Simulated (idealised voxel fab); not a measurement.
process module | voxel wiring stack
We display cut, a cross-section 260 nm in width whose square cells are each 5 nm.
Bands, listed from the top down, are how a cross-section gets written in this document; the cross-section itself is a grid of square cells, and a band is one or more rows of them. Read a band's entry like this: the first values are the height of its top and the height of its bottom in nm, and what follows is the sequence of materials from left to right, each with its width in nm. Note that "air" is empty space, and that a single material marked "all across" reaches across the band from edge to edge. Beneath 0, the wafer as received is one material, and that level is where height counting begins. The lowest band goes on downward without a bottom; it is written like "0 and below". The notation "30->40" denotes a width that varies across the rows of cells in the band, beginning at the first number in the top row, finishing at the second number in the bottom row, and changing by an identical amount from each row to the next. Where a step carries "nothing changed", the cross-section came out of it unchanged, cell for cell. Entry "Closed internal cavities". Content: empty spaces with no open connection to the top, size 8 cells or greater. Each: width x height at distance. Distance: from left edge. Unit: nm. On a step's line, text after the settings is the simulator commenting on that step. "overlay nm" answers the question of how far to the right of plan the mask lay on a step that has a mask, and when it is negative the answer is to the left.

HERE'S WHAT THE PLANNED PROCESS STEPS LOOK LIKE
- 1: RECEIVE,material Si
- 2: CONFORMAL_DEP,material SiO2,thk nm 10
- 3: DIRECTIONAL_DEP,material TiN,thk nm 5
- 4: DIRECTIONAL_DEP,material W,thk nm 25
- 5: MASKED_ETCH,tone cover,mask id METAL_1,width nm 20,pitch nm 50,etch materials W,depth nm 25,overlay nm 0
- 6: MASKED_ETCH,tone cover,mask id METAL_1,width nm 20,pitch nm 50,etch materials TiN,depth nm 5,overlay nm 0
- 7: CONFORMAL_DEP,material SiN,thk nm 5
- 8: FILL_DEP,material lowk,thk nm 10
- 9: CMP,height nm 40
- 10: CONFORMAL_DEP,material SiCN,thk nm 5
- 11: DIRECTIONAL_DEP,material lowk,thk nm 15
- 12: MASKED_ETCH,tone open,mask id PLUG_1,width nm 15,pitch nm 100,etch materials lowk,depth nm 15,overlay nm 0
- 13: MASKED_ETCH,tone open,mask id PLUG_1,width nm 15,pitch nm 100,etch materials SiCN,depth nm 5,overlay nm 0
- 14: CONFORMAL_DEP,material TiN,thk nm 5
- 15: FILL_DEP,material Cu,thk nm 5
- 16: CMP,height nm 60
- 17: CONFORMAL_DEP,material SiCN,thk nm 5
- 18: DIRECTIONAL_DEP,material SiO2,thk nm 25
- 19: DIRECTIONAL_DEP,material aC,thk nm 15
- 20: PATTERN,tone open,mask id METAL_2,material resist,width nm 20,pitch nm 50,thk nm 30,overlay nm 0
- 21: DIRECTIONAL_ETCH,etch materials aC,depth nm 15
- 22: STRIP,etch materials resist
- 23: DIRECTIONAL_ETCH,etch materials SiO2,depth nm 25
- 24: DIRECTIONAL_ETCH,etch materials SiCN,depth nm 5
- 25: STRIP,etch materials aC
- 26: CONFORMAL_DEP,material TiN,thk nm 5
- 27: FILL_DEP,material Ru,thk nm 10
- 28: CMP,height nm 90
- 29: CONFORMAL_DEP,material SiCN,thk nm 5
- 30: DIRECTIONAL_DEP,material SiO2,thk nm 20
- 31: MASKED_ETCH,tone open,mask id PLUG_2,width nm 15,pitch nm 50,etch materials SiO2,depth nm 20,overlay nm 0
- 32: MASKED_ETCH,tone open,mask id PLUG_2,width nm 15,pitch nm 50,etch materials SiCN,depth nm 5,overlay nm 0
- 33: CONFORMAL_DEP,material TiN,thk nm 5
- 34: FILL_DEP,material W,thk nm 5
- 35: CMP,height nm 115
- 36: CONFORMAL_DEP,material SiCN,thk nm 5
- 37: DIRECTIONAL_DEP,material SiO2,thk nm 20
- 38: PATTERN,tone open,mask id METAL_3,material resist,width nm 20,pitch nm 50,thk nm 15,overlay nm 0
- 39: DIRECTIONAL_ETCH,etch materials SiO2,depth nm 20
- 40: DIRECTIONAL_ETCH,etch materials SiCN,depth nm 5
- 41: STRIP,etch materials resist
- 42: CONFORMAL_DEP,material TiN,thk nm 5
- 43: FILL_DEP,material Ru,thk nm 5
- 44: CMP,height nm 140
- 45: EPI,material Ru,thk nm 5
- 46: FILL_DEP,material SiCN,thk nm 5

ON THE FIRST OF THE TWO WAFERS: RUN CONDUCTED ACCORDING TO PLAN

AS RECEIVED (POST STEP 1): CROSS-SECTION
- 0 and below: Si all across
- Closed internal cavities: none

AFTER STEP 2
- 10 down to 0: SiO2 all across
- Anything lower than 0 is untouched.

AFTER STEP 3
- 15 down to 10: TiN all across
- Anything lower than 10 is untouched.

AFTER STEP 4
- 40 down to 15: W all across
- Anything lower than 15 is untouched.

AFTER STEP 5
- 40 down to 15: 70 air  20 W  30 air  20 W  30 air  20 W  70 air
- Anything lower than 15 is untouched.

AFTER STEP 6
- 40 down to 15: 70 air  20 W  30 air  20 W  30 air  20 W  70 air
- 15 down to 10: 70 air  20 TiN  30 air  20 TiN  30 air  20 TiN  70 air
- Anything lower than 10 is untouched.

AFTER STEP 7
- 45 down to 40: 65 air  30 SiN  20 air  30 SiN  20 air  30 SiN  65 air
- 40 down to 15: 65 air  5 SiN  20 W  5 SiN  20 air  5 SiN  20 W  5 SiN  20 air  5 SiN  20 W  5 SiN  65 air
- 15 down to 10: 70 SiN  20 TiN  30 SiN  20 TiN  30 SiN  20 TiN  70 SiN
- Anything lower than 10 is untouched.

AFTER STEP 8
- 55 down to 45: lowk all across
- 45 down to 40: 65 lowk  30 SiN  20 lowk  30 SiN  20 lowk  30 SiN  65 lowk
- 40 down to 15: 65 lowk  5 SiN  20 W  5 SiN  20 lowk  5 SiN  20 W  5 SiN  20 lowk  5 SiN  20 W  5 SiN  65 lowk
- Anything lower than 15 is untouched.

AFTER STEP 9
- 40 down to 15: 65 lowk  5 SiN  20 W  5 SiN  20 lowk  5 SiN  20 W  5 SiN  20 lowk  5 SiN  20 W  5 SiN  65 lowk
- Anything lower than 15 is untouched.

AFTER STEP 10
- 45 down to 40: SiCN all across
- Anything lower than 40 is untouched.

AFTER STEP 11
- 60 down to 45: lowk all across
- Anything lower than 45 is untouched.

AFTER STEP 12
- 60 down to 45: 70 lowk  15 air  85 lowk  15 air  75 lowk
- Anything lower than 45 is untouched.

AFTER STEP 13
- 60 down to 45: 70 lowk  15 air  85 lowk  15 air  75 lowk
- 45 down to 40: 70 SiCN  15 air  85 SiCN  15 air  75 SiCN
- Anything lower than 40 is untouched.

AFTER STEP 14
- 65 down to 60: 75 TiN  5 air  95 TiN  5 air  80 TiN
- 60 down to 45: 70 lowk  5 TiN  5 air  5 TiN  85 lowk  5 TiN  5 air  5 TiN  75 lowk
- 45 down to 40: 70 SiCN  15 TiN  85 SiCN  15 TiN  75 SiCN
- Anything lower than 40 is untouched.

AFTER STEP 15
- 70 down to 65: Cu all across
- 65 down to 60: 75 TiN  5 Cu  95 TiN  5 Cu  80 TiN
- 60 down to 45: 70 lowk  5 TiN  5 Cu  5 TiN  85 lowk  5 TiN  5 Cu  5 TiN  75 lowk
- Anything lower than 45 is untouched.

AFTER STEP 16
- 60 down to 45: 70 lowk  5 TiN  5 Cu  5 TiN  85 lowk  5 TiN  5 Cu  5 TiN  75 lowk
- Anything lower than 45 is untouched.

AFTER STEP 17
- 65 down to 60: SiCN all across
- Anything lower than 60 is untouched.

AFTER STEP 18
- 90 down to 65: SiO2 all across
- Anything lower than 65 is untouched.

AFTER STEP 19
- 105 down to 90: aC all across
- Anything lower than 90 is untouched.

AFTER STEP 20
- 135 down to 105: 70 resist  20 air  30 resist  20 air  30 resist  20 air  70 resist
- Anything lower than 105 is untouched.

AFTER STEP 21
- 120 down to 105: 70 resist  20 air  30 resist  20 air  30 resist  20 air  70 resist
- 105 down to 90: 70 aC  20 air  30 aC  20 air  30 aC  20 air  70 aC
- Anything lower than 90 is untouched.

AFTER STEP 22
- 105 down to 90: 70 aC  20 air  30 aC  20 air  30 aC  20 air  70 aC
- Anything lower than 90 is untouched.

AFTER STEP 23
- 105 down to 90: 70 aC  20 air  30 aC  20 air  30 aC  20 air  70 aC
- 90 down to 65: 70 SiO2  20 air  30 SiO2  20 air  30 SiO2  20 air  70 SiO2
- Anything lower than 65 is untouched.

AFTER STEP 24
- 105 down to 90: 70 aC  20 air  30 aC  20 air  30 aC  20 air  70 aC
- 90 down to 65: 70 SiO2  20 air  30 SiO2  20 air  30 SiO2  20 air  70 SiO2
- 65 down to 60: 70 SiCN  20 air  30 SiCN  20 air  30 SiCN  20 air  70 SiCN
- Anything lower than 60 is untouched.

AFTER STEP 25
- 90 down to 65: 70 SiO2  20 air  30 SiO2  20 air  30 SiO2  20 air  70 SiO2
- Anything lower than 65 is untouched.

AFTER STEP 26
- 95 down to 90: 75 TiN  10 air  40 TiN  10 air  40 TiN  10 air  75 TiN
- 90 down to 65: 70 SiO2  5 TiN  10 air  5 TiN  30 SiO2  5 TiN  10 air  5 TiN  30 SiO2  5 TiN  10 air  5 TiN  70 SiO2
- 65 down to 60: 70 SiCN  20 TiN  30 SiCN  20 TiN  30 SiCN  20 TiN  70 SiCN
- Anything lower than 60 is untouched.

AFTER STEP 27
- 105 down to 95: Ru all across
- 95 down to 90: 75 TiN  10 Ru  40 TiN  10 Ru  40 TiN  10 Ru  75 TiN
- 90 down to 65: 70 SiO2  5 TiN  10 Ru  5 TiN  30 SiO2  5 TiN  10 Ru  5 TiN  30 SiO2  5 TiN  10 Ru  5 TiN  70 SiO2
- Anything lower than 65 is untouched.

AFTER STEP 28
- 90 down to 65: 70 SiO2  5 TiN  10 Ru  5 TiN  30 SiO2  5 TiN  10 Ru  5 TiN  30 SiO2  5 TiN  10 Ru  5 TiN  70 SiO2
- Anything lower than 65 is untouched.

AFTER STEP 29
- 95 down to 90: SiCN all across
- Anything lower than 90 is untouched.

AFTER STEP 30
- 115 down to 95: SiO2 all across
- Anything lower than 95 is untouched.

AFTER STEP 31
- 115 down to 95: 70 SiO2  15 air  35 SiO2  15 air  35 SiO2  15 air  75 SiO2
- Anything lower than 95 is untouched.

AFTER STEP 32
- 115 down to 95: 70 SiO2  15 air  35 SiO2  15 air  35 SiO2  15 air  75 SiO2
- 95 down to 90: 70 SiCN  15 air  35 SiCN  15 air  35 SiCN  15 air  75 SiCN
- Anything lower than 90 is untouched.

AFTER STEP 33
- 120 down to 115: 75 TiN  5 air  45 TiN  5 air  45 TiN  5 air  80 TiN
- 115 down to 95: 70 SiO2  5 TiN  5 air  5 TiN  35 SiO2  5 TiN  5 air  5 TiN  35 SiO2  5 TiN  5 air  5 TiN  75 SiO2
- 95 down to 90: 70 SiCN  15 TiN  35 SiCN  15 TiN  35 SiCN  15 TiN  75 SiCN
- Anything lower than 90 is untouched.

AFTER STEP 34
- 125 down to 120: W all across
- 120 down to 115: 75 TiN  5 W  45 TiN  5 W  45 TiN  5 W  80 TiN
- 115 down to 95: 70 SiO2  5 TiN  5 W  5 TiN  35 SiO2  5 TiN  5 W  5 TiN  35 SiO2  5 TiN  5 W  5 TiN  75 SiO2
- Anything lower than 95 is untouched.

AFTER STEP 35
- 115 down to 95: 70 SiO2  5 TiN  5 W  5 TiN  35 SiO2  5 TiN  5 W  5 TiN  35 SiO2  5 TiN  5 W  5 TiN  75 SiO2
- Anything lower than 95 is untouched.

AFTER STEP 36
- 120 down to 115: SiCN all across
- Anything lower than 115 is untouched.

AFTER STEP 37
- 140 down to 120: SiO2 all across
- Anything lower than 120 is untouched.

AFTER STEP 38
- 155 down to 140: 70 resist  20 air  30 resist  20 air  30 resist  20 air  70 resist
- Anything lower than 140 is untouched.

AFTER STEP 39
- 155 down to 140: 70 resist  20 air  30 resist  20 air  30 resist  20 air  70 resist
- 140 down to 120: 70 SiO2  20 air  30 SiO2  20 air  30 SiO2  20 air  70 SiO2
- Anything lower than 120 is untouched.

AFTER STEP 40
- 155 down to 140: 70 resist  20 air  30 resist  20 air  30 resist  20 air  70 resist
- 140 down to 120: 70 SiO2  20 air  30 SiO2  20 air  30 SiO2  20 air  70 SiO2
- 120 down to 115: 70 SiCN  20 air  30 SiCN  20 air  30 SiCN  20 air  70 SiCN
- Anything lower than 115 is untouched.

AFTER STEP 41
- 140 down to 120: 70 SiO2  20 air  30 SiO2  20 air  30 SiO2  20 air  70 SiO2
- Anything lower than 120 is untouched.

AFTER STEP 42
- 145 down to 140: 75 TiN  10 air  40 TiN  10 air  40 TiN  10 air  75 TiN
- 140 down to 120: 70 SiO2  5 TiN  10 air  5 TiN  30 SiO2  5 TiN  10 air  5 TiN  30 SiO2  5 TiN  10 air  5 TiN  70 SiO2
- 120 down to 115: 70 SiCN  20 TiN  30 SiCN  20 TiN  30 SiCN  20 TiN  70 SiCN
- Anything lower than 115 is untouched.

AFTER STEP 43
- 150 down to 145: Ru all across
- 145 down to 140: 75 TiN  10 Ru  40 TiN  10 Ru  40 TiN  10 Ru  75 TiN
- 140 down to 120: 70 SiO2  5 TiN  10 Ru  5 TiN  30 SiO2  5 TiN  10 Ru  5 TiN  30 SiO2  5 TiN  10 Ru  5 TiN  70 SiO2
- Anything lower than 120 is untouched.

AFTER STEP 44
- 140 down to 120: 70 SiO2  5 TiN  10 Ru  5 TiN  30 SiO2  5 TiN  10 Ru  5 TiN  30 SiO2  5 TiN  10 Ru  5 TiN  70 SiO2
- Anything lower than 120 is untouched.

AFTER STEP 45
- 145 down to 140: 65 air  30 Ru  20 air  30 Ru  20 air  30 Ru  65 air
- Anything lower than 140 is untouched.

AFTER STEP 46
- 150 down to 145: SiCN all across
- 145 down to 140: 65 SiCN  30 Ru  20 SiCN  30 Ru  20 SiCN  30 Ru  65 SiCN
- Anything lower than 140 is untouched.

SECOND WAFER, SAME STARTING CONDITIONS AND RECIPE AS THE FIRST, ONE MISTAKE IN EXECUTING IT, NOTHING DIFFERS FROM THE FIRST UP TO AND INCLUDING STEP 4

WHAT THE SECOND WAFER LOOKS LIKE IN CROSS-SECTION WHEN STEP 5 SHOULD HAVE WRAPPED UP
- 40 down to 15: 70 W  20 air  30 W  20 air  30 W  20 air  70 W
- Anything lower than 15 is untouched.

What the second wafer looks like in cross-section when step 6 should have wrapped up: nothing changed

WHAT THE SECOND WAFER LOOKS LIKE IN CROSS-SECTION WHEN STEP 7 SHOULD HAVE WRAPPED UP
- 45 down to 40: 75 SiN  10 air  40 SiN  10 air  40 SiN  10 air  75 SiN
- 40 down to 20: 70 W  5 SiN  10 air  5 SiN  30 W  5 SiN  10 air  5 SiN  30 W  5 SiN  10 air  5 SiN  70 W
- 20 down to 15: 70 W  20 SiN  30 W  20 SiN  30 W  20 SiN  70 W
- Anything lower than 15 is untouched.

WHAT THE SECOND WAFER LOOKS LIKE IN CROSS-SECTION WHEN STEP 8 SHOULD HAVE WRAPPED UP
- 55 down to 45: lowk all across
- 45 down to 40: 75 SiN  10 lowk  40 SiN  10 lowk  40 SiN  10 lowk  75 SiN
- 40 down to 20: 70 W  5 SiN  10 lowk  5 SiN  30 W  5 SiN  10 lowk  5 SiN  30 W  5 SiN  10 lowk  5 SiN  70 W
- Anything lower than 20 is untouched.

WHAT THE SECOND WAFER LOOKS LIKE IN CROSS-SECTION WHEN STEP 9 SHOULD HAVE WRAPPED UP
- 40 down to 20: 70 W  5 SiN  10 lowk  5 SiN  30 W  5 SiN  10 lowk  5 SiN  30 W  5 SiN  10 lowk  5 SiN  70 W
- Anything lower than 20 is untouched.

WHAT THE SECOND WAFER LOOKS LIKE IN CROSS-SECTION WHEN STEP 10 SHOULD HAVE WRAPPED UP
- 45 down to 40: SiCN all across
- Anything lower than 40 is untouched.

WHAT THE SECOND WAFER LOOKS LIKE IN CROSS-SECTION WHEN STEP 11 SHOULD HAVE WRAPPED UP
- 60 down to 45: lowk all across
- Anything lower than 45 is untouched.

WHAT THE SECOND WAFER LOOKS LIKE IN CROSS-SECTION WHEN STEP 12 SHOULD HAVE WRAPPED UP
- 60 down to 45: 70 lowk  15 air  85 lowk  15 air  75 lowk
- Anything lower than 45 is untouched.

WHAT THE SECOND WAFER LOOKS LIKE IN CROSS-SECTION WHEN STEP 13 SHOULD HAVE WRAPPED UP
- 60 down to 45: 70 lowk  15 air  85 lowk  15 air  75 lowk
- 45 down to 40: 70 SiCN  15 air  85 SiCN  15 air  75 SiCN
- Anything lower than 40 is untouched.

WHAT THE SECOND WAFER LOOKS LIKE IN CROSS-SECTION WHEN STEP 14 SHOULD HAVE WRAPPED UP
- 65 down to 60: 75 TiN  5 air  95 TiN  5 air  80 TiN
- 60 down to 45: 70 lowk  5 TiN  5 air  5 TiN  85 lowk  5 TiN  5 air  5 TiN  75 lowk
- 45 down to 40: 70 SiCN  15 TiN  85 SiCN  15 TiN  75 SiCN
- Anything lower than 40 is untouched.

WHAT THE SECOND WAFER LOOKS LIKE IN CROSS-SECTION WHEN STEP 15 SHOULD HAVE WRAPPED UP
- 70 down to 65: Cu all across
- 65 down to 60: 75 TiN  5 Cu  95 TiN  5 Cu  80 TiN
- 60 down to 45: 70 lowk  5 TiN  5 Cu  5 TiN  85 lowk  5 TiN  5 Cu  5 TiN  75 lowk
- Anything lower than 45 is untouched.

WHAT THE SECOND WAFER LOOKS LIKE IN CROSS-SECTION WHEN STEP 16 SHOULD HAVE WRAPPED UP
- 60 down to 45: 70 lowk  5 TiN  5 Cu  5 TiN  85 lowk  5 TiN  5 Cu  5 TiN  75 lowk
- Anything lower than 45 is untouched.

WHAT THE SECOND WAFER LOOKS LIKE IN CROSS-SECTION WHEN STEP 17 SHOULD HAVE WRAPPED UP
- 65 down to 60: SiCN all across
- Anything lower than 60 is untouched.

WHAT THE SECOND WAFER LOOKS LIKE IN CROSS-SECTION WHEN STEP 18 SHOULD HAVE WRAPPED UP
- 90 down to 65: SiO2 all across
- Anything lower than 65 is untouched.

WHAT THE SECOND WAFER LOOKS LIKE IN CROSS-SECTION WHEN STEP 19 SHOULD HAVE WRAPPED UP
- 105 down to 90: aC all across
- Anything lower than 90 is untouched.

WHAT THE SECOND WAFER LOOKS LIKE IN CROSS-SECTION WHEN STEP 20 SHOULD HAVE WRAPPED UP
- 135 down to 105: 70 resist  20 air  30 resist  20 air  30 resist  20 air  70 resist
- Anything lower than 105 is untouched.

WHAT THE SECOND WAFER LOOKS LIKE IN CROSS-SECTION WHEN STEP 21 SHOULD HAVE WRAPPED UP
- 120 down to 105: 70 resist  20 air  30 resist  20 air  30 resist  20 air  70 resist
- 105 down to 90: 70 aC  20 air  30 aC  20 air  30 aC  20 air  70 aC
- Anything lower than 90 is untouched.

WHAT THE SECOND WAFER LOOKS LIKE IN CROSS-SECTION WHEN STEP 22 SHOULD HAVE WRAPPED UP
- 105 down to 90: 70 aC  20 air  30 aC  20 air  30 aC  20 air  70 aC
- Anything lower than 90 is untouched.

WHAT THE SECOND WAFER LOOKS LIKE IN CROSS-SECTION WHEN STEP 23 SHOULD HAVE WRAPPED UP
- 105 down to 90: 70 aC  20 air  30 aC  20 air  30 aC  20 air  70 aC
- 90 down to 65: 70 SiO2  20 air  30 SiO2  20 air  30 SiO2  20 air  70 SiO2
- Anything lower than 65 is untouched.

WHAT THE SECOND WAFER LOOKS LIKE IN CROSS-SECTION WHEN STEP 24 SHOULD HAVE WRAPPED UP
- 105 down to 90: 70 aC  20 air  30 aC  20 air  30 aC  20 air  70 aC
- 90 down to 65: 70 SiO2  20 air  30 SiO2  20 air  30 SiO2  20 air  70 SiO2
- 65 down to 60: 70 SiCN  20 air  30 SiCN  20 air  30 SiCN  20 air  70 SiCN
- Anything lower than 60 is untouched.

WHAT THE SECOND WAFER LOOKS LIKE IN CROSS-SECTION WHEN STEP 25 SHOULD HAVE WRAPPED UP
- 90 down to 65: 70 SiO2  20 air  30 SiO2  20 air  30 SiO2  20 air  70 SiO2
- Anything lower than 65 is untouched.

WHAT THE SECOND WAFER LOOKS LIKE IN CROSS-SECTION WHEN STEP 26 SHOULD HAVE WRAPPED UP
- 95 down to 90: 75 TiN  10 air  40 TiN  10 air  40 TiN  10 air  75 TiN
- 90 down to 65: 70 SiO2  5 TiN  10 air  5 TiN  30 SiO2  5 TiN  10 air  5 TiN  30 SiO2  5 TiN  10 air  5 TiN  70 SiO2
- 65 down to 60: 70 SiCN  20 TiN  30 SiCN  20 TiN  30 SiCN  20 TiN  70 SiCN
- Anything lower than 60 is untouched.

WHAT THE SECOND WAFER LOOKS LIKE IN CROSS-SECTION WHEN STEP 27 SHOULD HAVE WRAPPED UP
- 105 down to 95: Ru all across
- 95 down to 90: 75 TiN  10 Ru  40 TiN  10 Ru  40 TiN  10 Ru  75 TiN
- 90 down to 65: 70 SiO2  5 TiN  10 Ru  5 TiN  30 SiO2  5 TiN  10 Ru  5 TiN  30 SiO2  5 TiN  10 Ru  5 TiN  70 SiO2
- Anything lower than 65 is untouched.

WHAT THE SECOND WAFER LOOKS LIKE IN CROSS-SECTION WHEN STEP 28 SHOULD HAVE WRAPPED UP
- 90 down to 65: 70 SiO2  5 TiN  10 Ru  5 TiN  30 SiO2  5 TiN  10 Ru  5 TiN  30 SiO2  5 TiN  10 Ru  5 TiN  70 SiO2
- Anything lower than 65 is untouched.

WHAT THE SECOND WAFER LOOKS LIKE IN CROSS-SECTION WHEN STEP 29 SHOULD HAVE WRAPPED UP
- 95 down to 90: SiCN all across
- Anything lower than 90 is untouched.

WHAT THE SECOND WAFER LOOKS LIKE IN CROSS-SECTION WHEN STEP 30 SHOULD HAVE WRAPPED UP
- 115 down to 95: SiO2 all across
- Anything lower than 95 is untouched.

WHAT THE SECOND WAFER LOOKS LIKE IN CROSS-SECTION WHEN STEP 31 SHOULD HAVE WRAPPED UP
- 115 down to 95: 70 SiO2  15 air  35 SiO2  15 air  35 SiO2  15 air  75 SiO2
- Anything lower than 95 is untouched.

WHAT THE SECOND WAFER LOOKS LIKE IN CROSS-SECTION WHEN STEP 32 SHOULD HAVE WRAPPED UP
- 115 down to 95: 70 SiO2  15 air  35 SiO2  15 air  35 SiO2  15 air  75 SiO2
- 95 down to 90: 70 SiCN  15 air  35 SiCN  15 air  35 SiCN  15 air  75 SiCN
- Anything lower than 90 is untouched.

WHAT THE SECOND WAFER LOOKS LIKE IN CROSS-SECTION WHEN STEP 33 SHOULD HAVE WRAPPED UP
- 120 down to 115: 75 TiN  5 air  45 TiN  5 air  45 TiN  5 air  80 TiN
- 115 down to 95: 70 SiO2  5 TiN  5 air  5 TiN  35 SiO2  5 TiN  5 air  5 TiN  35 SiO2  5 TiN  5 air  5 TiN  75 SiO2
- 95 down to 90: 70 SiCN  15 TiN  35 SiCN  15 TiN  35 SiCN  15 TiN  75 SiCN
- Anything lower than 90 is untouched.

WHAT THE SECOND WAFER LOOKS LIKE IN CROSS-SECTION WHEN STEP 34 SHOULD HAVE WRAPPED UP
- 125 down to 120: W all across
- 120 down to 115: 75 TiN  5 W  45 TiN  5 W  45 TiN  5 W  80 TiN
- 115 down to 95: 70 SiO2  5 TiN  5 W  5 TiN  35 SiO2  5 TiN  5 W  5 TiN  35 SiO2  5 TiN  5 W  5 TiN  75 SiO2
- Anything lower than 95 is untouched.

WHAT THE SECOND WAFER LOOKS LIKE IN CROSS-SECTION WHEN STEP 35 SHOULD HAVE WRAPPED UP
- 115 down to 95: 70 SiO2  5 TiN  5 W  5 TiN  35 SiO2  5 TiN  5 W  5 TiN  35 SiO2  5 TiN  5 W  5 TiN  75 SiO2
- Anything lower than 95 is untouched.

WHAT THE SECOND WAFER LOOKS LIKE IN CROSS-SECTION WHEN STEP 36 SHOULD HAVE WRAPPED UP
- 120 down to 115: SiCN all across
- Anything lower than 115 is untouched.

WHAT THE SECOND WAFER LOOKS LIKE IN CROSS-SECTION WHEN STEP 37 SHOULD HAVE WRAPPED UP
- 140 down to 120: SiO2 all across
- Anything lower than 120 is untouched.

WHAT THE SECOND WAFER LOOKS LIKE IN CROSS-SECTION WHEN STEP 38 SHOULD HAVE WRAPPED UP
- 155 down to 140: 70 resist  20 air  30 resist  20 air  30 resist  20 air  70 resist
- Anything lower than 140 is untouched.

WHAT THE SECOND WAFER LOOKS LIKE IN CROSS-SECTION WHEN STEP 39 SHOULD HAVE WRAPPED UP
- 155 down to 140: 70 resist  20 air  30 resist  20 air  30 resist  20 air  70 resist
- 140 down to 120: 70 SiO2  20 air  30 SiO2  20 air  30 SiO2  20 air  70 SiO2
- Anything lower than 120 is untouched.

WHAT THE SECOND WAFER LOOKS LIKE IN CROSS-SECTION WHEN STEP 40 SHOULD HAVE WRAPPED UP
- 155 down to 140: 70 resist  20 air  30 resist  20 air  30 resist  20 air  70 resist
- 140 down to 120: 70 SiO2  20 air  30 SiO2  20 air  30 SiO2  20 air  70 SiO2
- 120 down to 115: 70 SiCN  20 air  30 SiCN  20 air  30 SiCN  20 air  70 SiCN
- Anything lower than 115 is untouched.

WHAT THE SECOND WAFER LOOKS LIKE IN CROSS-SECTION WHEN STEP 41 SHOULD HAVE WRAPPED UP
- 140 down to 120: 70 SiO2  20 air  30 SiO2  20 air  30 SiO2  20 air  70 SiO2
- Anything lower than 120 is untouched.

WHAT THE SECOND WAFER LOOKS LIKE IN CROSS-SECTION WHEN STEP 42 SHOULD HAVE WRAPPED UP
- 145 down to 140: 75 TiN  10 air  40 TiN  10 air  40 TiN  10 air  75 TiN
- 140 down to 120: 70 SiO2  5 TiN  10 air  5 TiN  30 SiO2  5 TiN  10 air  5 TiN  30 SiO2  5 TiN  10 air  5 TiN  70 SiO2
- 120 down to 115: 70 SiCN  20 TiN  30 SiCN  20 TiN  30 SiCN  20 TiN  70 SiCN
- Anything lower than 115 is untouched.

WHAT THE SECOND WAFER LOOKS LIKE IN CROSS-SECTION WHEN STEP 43 SHOULD HAVE WRAPPED UP
- 150 down to 145: Ru all across
- 145 down to 140: 75 TiN  10 Ru  40 TiN  10 Ru  40 TiN  10 Ru  75 TiN
- 140 down to 120: 70 SiO2  5 TiN  10 Ru  5 TiN  30 SiO2  5 TiN  10 Ru  5 TiN  30 SiO2  5 TiN  10 Ru  5 TiN  70 SiO2
- Anything lower than 120 is untouched.

WHAT THE SECOND WAFER LOOKS LIKE IN CROSS-SECTION WHEN STEP 44 SHOULD HAVE WRAPPED UP
- 140 down to 120: 70 SiO2  5 TiN  10 Ru  5 TiN  30 SiO2  5 TiN  10 Ru  5 TiN  30 SiO2  5 TiN  10 Ru  5 TiN  70 SiO2
- Anything lower than 120 is untouched.

WHAT THE SECOND WAFER LOOKS LIKE IN CROSS-SECTION WHEN STEP 45 SHOULD HAVE WRAPPED UP
- 145 down to 140: 65 air  30 Ru  20 air  30 Ru  20 air  30 Ru  65 air
- Anything lower than 140 is untouched.

WHAT THE SECOND WAFER LOOKS LIKE IN CROSS-SECTION WHEN STEP 46 SHOULD HAVE WRAPPED UP
- 150 down to 145: SiCN all across
- 145 down to 140: 65 SiCN  30 Ru  20 SiCN  30 Ru  20 SiCN  30 Ru  65 SiCN
- Anything lower than 140 is untouched.
Processing error: in deviation from the planned setting, step 5 was conducted as MASKED_ETCH,tone open,mask id METAL_1,width nm 20,pitch nm 50,etch materials W,depth nm 25,overlay nm 0
It is noted that, at the conclusion of processing, the second wafer exhibits a higher or lower cell count for certain materials relative to the first: 34 fewer of SiN | 40 more of TiN | 140 more of W | 146 fewer of lowk
